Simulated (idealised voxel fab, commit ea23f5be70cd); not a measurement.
process module | voxel self aligned vias
cross-section cut | 225 nm wide | cells 5 nm
A cross-section is a grid of square cells, given in bands from the top down. A band is one or more rows of cells.
Each band's line starts with the height of the band's top and of its bottom, in nm. Then come its materials from left to right, each with its width in nm. One material with "throughout" fills the band from edge to edge. "air" is empty space.
Height 0 is the level under which the wafer as received is all one material. The lowest band goes on downwards, as in "0 down".
A width such as "30 to 40" changes by the same amount from each row of cells to the next, from the band's top row to its bottom row.
"no change" after a step means that no cell of the cross-section changed.
closed voids: empty space of 8 cells or more with no open way to the top, each as width x height at its distance from the left edge, in nm
after a step's settings: what the simulator itself notes on the step
overlay nm, on a step with a mask: how far to the right of its planned place the mask lay; to the left if negative
plan
1 op RECEIVE | material Si
2 op CONFORMAL_DEP | material SiO2 | thk nm 10
3 op CONFORMAL_DEP | material SiCN | thk nm 5
4 op DIRECTIONAL_DEP | material lowk | thk nm 30
5 op MASKED_ETCH | tone open | mask id LINES | width nm 30 | pitch nm 70 | etch materials lowk | depth nm 30 | overlay nm 0
6 op CONFORMAL_DEP | material TiN | thk nm 5
7 op FILL_DEP | material W | thk nm 10
8 op CMP | height nm 45
9 op SELECTIVE_ETCH | etch materials W Ru TiN | depth nm 10
10 op FILL_DEP | material SiN | thk nm 10
11 op CMP | height nm 45
12 op DIRECTIONAL_DEP | material lowk | thk nm 15
13 op MASKED_ETCH | tone open | mask id VIAS | width nm 40 | pitch nm 70 | etch materials lowk | depth nm 15 | overlay nm 0
14 op MASKED_ETCH | tone open | mask id VIAS | width nm 40 | pitch nm 70 | etch materials SiN | depth nm 10 | overlay nm 0
15 op CONFORMAL_DEP | material TiN | thk nm 5
16 op FILL_DEP | material W | thk nm 5
17 op CMP | height nm 60
18 op CONFORMAL_DEP | material SiCN | thk nm 5
as received, after step 1
  0 down: Si throughout
  closed voids: none
first wafer at the end, as planned
  65 to 60: SiCN throughout
  60 to 50: lowk 55 | TiN 5 | W 30 | TiN 5 | lowk 30 | TiN 5 | W 30 | TiN 5 | lowk 60
  50 to 40: lowk 55 to 60 | TiN 10 to 5 | W 20 | TiN 10 to 5 | lowk 30 to 40 | TiN 10 to 5 | W 20 | TiN 10 to 5 | lowk 60 to 65
  40 to 35: lowk 60 | TiN 30 | lowk 40 | TiN 30 | lowk 65
  35 to 20: lowk 60 | TiN 5 | W 20 | TiN 5 | lowk 40 | TiN 5 | W 20 | TiN 5 | lowk 65
  20 to 15: lowk 60 | TiN 30 | lowk 40 | TiN 30 | lowk 65
  15 to 10: SiCN throughout
  10 to 0: SiO2 throughout
  0 down: Si throughout
  closed voids: none
second wafer at the end: like start, like plan, one mistake
  65 to 60: SiCN throughout
  60 to 45: SiO2 throughout
  45 to 35: lowk 60 | SiN 30 | lowk 40 | SiN 30 | lowk 65
  35 to 20: lowk 60 | TiN 5 | W 20 | TiN 5 | lowk 40 | TiN 5 | W 20 | TiN 5 | lowk 65
  20 to 15: lowk 60 | TiN 30 | lowk 40 | TiN 30 | lowk 65
  15 to 10: SiCN throughout
  10 to 0: SiO2 throughout
  0 down: Si throughout
  closed voids: none
what went wrong: step 12 ran as: op DIRECTIONAL_DEP | material SiO2 | thk nm 15
at the end the second wafer has, in cells: 24 more of SiN | 135 more of SiO2 | 32 fewer of TiN | 40 fewer of W | 87 fewer of lowk
